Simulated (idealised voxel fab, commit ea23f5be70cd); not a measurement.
Title: Process Module voxel self aligned contacts
The cross-section on display is named cut; it measures 220 nm wide, and its cells are 5 nm squares.
Cross-section format: a grid of square cells, given as bands from top to bottom; each band is one or more rows of cells. The entry gives the band's vertical extent as a top height and a bottom height in nm, then its horizontal make-up as materials from left to right, each with a width in nm. "blank" stands for empty space; a single material marked "edge to edge" fills the band edge to edge. We count height from 0. Below that, the starting wafer is all one material. The lowest band never ends at the bottom but goes on down; see "top 0, no bottom" for how that is written. Top row gets the first number, bottom row gets the second, and each row in between changes by the same step: that is how a band width like "30->40" works. Basically "nothing was modified" means that step didn't change any cell in the cross-section. "Sealed internal voids" contains a list of empty spaces, each no smaller than 8 cells and without an open way to the top, written in the form width x height at distance with the distance from the left edge and all three in nm. On a step's line, text after the settings is the simulator commenting on that step. When a step includes a mask, the "overlay nm" setting on its line states how far to the right of its planned place that mask lay, and negative values state how far to the left.

-- plan
1. RECEIVE | material Si
2. OXIDIZE | depth nm 5
3. DIRECTIONAL_DEP | material polySi | thk nm 20
4. DIRECTIONAL_DEP | material SiN | thk nm 15
5. PATTERN | tone cover | mask id GATE | material resist | width nm 25 | pitch nm 50 | thk nm 15 | overlay nm 0
6. DIRECTIONAL_ETCH | etch materials SiN | depth nm 15
7. DIRECTIONAL_ETCH | etch materials polySi | depth nm 20
8. STRIP | etch materials resist
9. CONFORMAL_DEP | material SiN | thk nm 5
10. DIRECTIONAL_ETCH | etch materials SiN | depth nm 5
11. FILL_DEP | material SiO2 | thk nm 10
12. CMP | height nm 40
13. PATTERN | tone open | mask id CONTACT | material resist | width nm 35 | pitch nm 50 | thk nm 15 | overlay nm 0
14. DIRECTIONAL_ETCH | etch materials SiO2 | depth nm 45
15. STRIP | etch materials resist
16. CONFORMAL_DEP | material TiN | thk nm 5
17. FILL_DEP | material Ru | thk nm 10
18. CMP | height nm 40
19. CONFORMAL_DEP | material SiCN | thk nm 5

-- Wafer, first of two, run as planned

-- Delivered wafer in cross-section: state after step 1
* top 0, no bottom | Si edge to edge
* Sealed internal voids: none

-- after step 2
* top 0, bottom -5 | SiO2 edge to edge
* Lower than -5, everything is as it was.

-- after step 3
* top 20, bottom 0 | polySi edge to edge
* Lower than 0, everything is as it was.

-- after step 4
* top 35, bottom 20 | SiN edge to edge
* Lower than 20, everything is as it was.

-- after step 5
* top 50, bottom 35 | blank 45 / resist 25 / blank 25 / resist 25 / blank 25 / resist 25 / blank 50
* Lower than 35, everything is as it was.

-- after step 6
* top 50, bottom 35 | blank 45 / resist 25 / blank 25 / resist 25 / blank 25 / resist 25 / blank 50
* top 35, bottom 20 | blank 45 / SiN 25 / blank 25 / SiN 25 / blank 25 / SiN 25 / blank 50
* Lower than 20, everything is as it was.

-- after step 7
* top 50, bottom 35 | blank 45 / resist 25 / blank 25 / resist 25 / blank 25 / resist 25 / blank 50
* top 35, bottom 20 | blank 45 / SiN 25 / blank 25 / SiN 25 / blank 25 / SiN 25 / blank 50
* top 20, bottom 0 | blank 45 / polySi 25 / blank 25 / polySi 25 / blank 25 / polySi 25 / blank 50
* Lower than 0, everything is as it was.

-- after step 8
* top 35, bottom 20 | blank 45 / SiN 25 / blank 25 / SiN 25 / blank 25 / SiN 25 / blank 50
* Lower than 20, everything is as it was.

-- after step 9
* top 40, bottom 20 | blank 40 / SiN 35 / blank 15 / SiN 35 / blank 15 / SiN 35 / blank 45
* top 20, bottom 5 | blank 40 / SiN 5 / polySi 25 / SiN 5 / blank 15 / SiN 5 / polySi 25 / SiN 5 / blank 15 / SiN 5 / polySi 25 / SiN 5 / blank 45
* top 5, bottom 0 | SiN 45 / polySi 25 / SiN 25 / polySi 25 / SiN 25 / polySi 25 / SiN 50
* Lower than 0, everything is as it was.

-- after step 10
* top 35, bottom 20 | blank 40 / SiN 35 / blank 15 / SiN 35 / blank 15 / SiN 35 / blank 45
* top 20, bottom 0 | blank 40 / SiN 5 / polySi 25 / SiN 5 / blank 15 / SiN 5 / polySi 25 / SiN 5 / blank 15 / SiN 5 / polySi 25 / SiN 5 / blank 45
* Lower than 0, everything is as it was.

-- after step 11
* top 45, bottom 35 | SiO2 edge to edge
* top 35, bottom 20 | SiO2 40 / SiN 35 / SiO2 15 / SiN 35 / SiO2 15 / SiN 35 / SiO2 45
* top 20, bottom 0 | SiO2 40 / SiN 5 / polySi 25 / SiN 5 / SiO2 15 / SiN 5 / polySi 25 / SiN 5 / SiO2 15 / SiN 5 / polySi 25 / SiN 5 / SiO2 45
* Lower than 0, everything is as it was.

-- after step 12
* top 40, bottom 35 | SiO2 edge to edge
* Lower than 35, everything is as it was.

-- after step 13
* top 55, bottom 40 | resist 65 / blank 35 / resist 15 / blank 35 / resist 70
* Lower than 40, everything is as it was.

-- after step 14
* top 55, bottom 40 | resist 65 / blank 35 / resist 15 / blank 35 / resist 70
* top 40, bottom 35 | SiO2 65 / blank 35 / SiO2 15 / blank 35 / SiO2 70
* top 35, bottom 20 | SiO2 40 / SiN 35 / blank 15 / SiN 35 / blank 15 / SiN 35 / SiO2 45
* top 20, bottom 0 | SiO2 40 / SiN 5 / polySi 25 / SiN 5 / blank 15 / SiN 5 / polySi 25 / SiN 5 / blank 15 / SiN 5 / polySi 25 / SiN 5 / SiO2 45
* top 0, bottom -5 | SiO2 75 / blank 15 / SiO2 35 / blank 15 / SiO2 80
* Lower than -5, everything is as it was.

-- after step 15
* top 40, bottom 35 | SiO2 65 / blank 35 / SiO2 15 / blank 35 / SiO2 70
* Lower than 35, everything is as it was.

-- after step 16
* top 45, bottom 40 | TiN 70 / blank 25 / TiN 25 / blank 25 / TiN 75
* top 40, bottom 35 | SiO2 65 / TiN 15 / blank 5 / TiN 15 / SiO2 15 / TiN 15 / blank 5 / TiN 15 / SiO2 70
* top 35, bottom 20 | SiO2 40 / SiN 35 / TiN 5 / blank 5 / TiN 5 / SiN 35 / TiN 5 / blank 5 / TiN 5 / SiN 35 / SiO2 45
* top 20, bottom 0 | SiO2 40 / SiN 5 / polySi 25 / SiN 5 / TiN 5 / blank 5 / TiN 5 / SiN 5 / polySi 25 / SiN 5 / TiN 5 / blank 5 / TiN 5 / SiN 5 / polySi 25 / SiN 5 / SiO2 45
* top 0, bottom -5 | SiO2 75 / TiN 15 / SiO2 35 / TiN 15 / SiO2 80
* Lower than -5, everything is as it was.

-- after step 17
* top 55, bottom 45 | Ru edge to edge
* top 45, bottom 40 | TiN 70 / Ru 25 / TiN 25 / Ru 25 / TiN 75
* top 40, bottom 35 | SiO2 65 / TiN 15 / Ru 5 / TiN 15 / SiO2 15 / TiN 15 / Ru 5 / TiN 15 / SiO2 70
* top 35, bottom 20 | SiO2 40 / SiN 35 / TiN 5 / Ru 5 / TiN 5 / SiN 35 / TiN 5 / Ru 5 / TiN 5 / SiN 35 / SiO2 45
* top 20, bottom 0 | SiO2 40 / SiN 5 / polySi 25 / SiN 5 / TiN 5 / Ru 5 / TiN 5 / SiN 5 / polySi 25 / SiN 5 / TiN 5 / Ru 5 / TiN 5 / SiN 5 / polySi 25 / SiN 5 / SiO2 45
* Lower than 0, everything is as it was.

-- after step 18
* top 40, bottom 35 | SiO2 65 / TiN 15 / Ru 5 / TiN 15 / SiO2 15 / TiN 15 / Ru 5 / TiN 15 / SiO2 70
* Lower than 35, everything is as it was.

-- after step 19
* top 45, bottom 40 | SiCN edge to edge
* Lower than 40, everything is as it was.

-- Okay, second wafer. Nothing different at the start, nothing different in the plan, just one mistake somewhere in the running. As far as step 12, counting that step, it's the first wafer all over again

-- when step 13 should have ended
* top 55, bottom 40 | resist 75 / blank 35 / resist 15 / blank 35 / resist 60
* Lower than 40, everything is as it was.

-- when step 14 should have ended
* top 55, bottom 40 | resist 75 / blank 35 / resist 15 / blank 35 / resist 60
* top 40, bottom 35 | SiO2 75 / blank 35 / SiO2 15 / blank 35 / SiO2 60
* top 35, bottom 20 | SiO2 40 / SiN 35 / blank 15 / SiN 35 / blank 15 / SiN 35 / SiO2 45
* top 20, bottom 0 | SiO2 40 / SiN 5 / polySi 25 / SiN 5 / blank 15 / SiN 5 / polySi 25 / SiN 5 / blank 15 / SiN 5 / polySi 25 / SiN 5 / SiO2 45
* top 0, bottom -5 | SiO2 75 / blank 15 / SiO2 35 / blank 15 / SiO2 80
* Lower than -5, everything is as it was.

-- when step 15 should have ended
* top 40, bottom 35 | SiO2 75 / blank 35 / SiO2 15 / blank 35 / SiO2 60
* Lower than 35, everything is as it was.

-- when step 16 should have ended
* top 45, bottom 40 | TiN 80 / blank 25 / TiN 25 / blank 25 / TiN 65
* top 40, bottom 35 | SiO2 75 / TiN 5 / blank 5 / TiN 25 / SiO2 15 / TiN 5 / blank 5 / TiN 25 / SiO2 60
* top 35, bottom 20 | SiO2 40 / SiN 35 / TiN 5 / blank 5 / TiN 5 / SiN 35 / TiN 5 / blank 5 / TiN 5 / SiN 35 / SiO2 45
* top 20, bottom 0 | SiO2 40 / SiN 5 / polySi 25 / SiN 5 / TiN 5 / blank 5 / TiN 5 / SiN 5 / polySi 25 / SiN 5 / TiN 5 / blank 5 / TiN 5 / SiN 5 / polySi 25 / SiN 5 / SiO2 45
* top 0, bottom -5 | SiO2 75 / TiN 15 / SiO2 35 / TiN 15 / SiO2 80
* Lower than -5, everything is as it was.

-- when step 17 should have ended
* top 55, bottom 45 | Ru edge to edge
* top 45, bottom 40 | TiN 80 / Ru 25 / TiN 25 / Ru 25 / TiN 65
* top 40, bottom 35 | SiO2 75 / TiN 5 / Ru 5 / TiN 25 / SiO2 15 / TiN 5 / Ru 5 / TiN 25 / SiO2 60
* top 35, bottom 20 | SiO2 40 / SiN 35 / TiN 5 / Ru 5 / TiN 5 / SiN 35 / TiN 5 / Ru 5 / TiN 5 / SiN 35 / SiO2 45
* top 20, bottom 0 | SiO2 40 / SiN 5 / polySi 25 / SiN 5 / TiN 5 / Ru 5 / TiN 5 / SiN 5 / polySi 25 / SiN 5 / TiN 5 / Ru 5 / TiN 5 / SiN 5 / polySi 25 / SiN 5 / SiO2 45
* Lower than 0, everything is as it was.

-- when step 18 should have ended
* top 40, bottom 35 | SiO2 75 / TiN 5 / Ru 5 / TiN 25 / SiO2 15 / TiN 5 / Ru 5 / TiN 25 / SiO2 60
* Lower than 35, everything is as it was.

-- when step 19 should have ended
* top 45, bottom 40 | SiCN edge to edge
* Lower than 40, everything is as it was.
What broke from the plan during processing? step 13 went in with a setting other than planned; the actual run was PATTERN | tone open | mask id CONTACT | material resist | width nm 35 | pitch nm 50 | thk nm 15 | overlay nm 10
Final state: per-material cell counts identical on both wafers; locations differ.
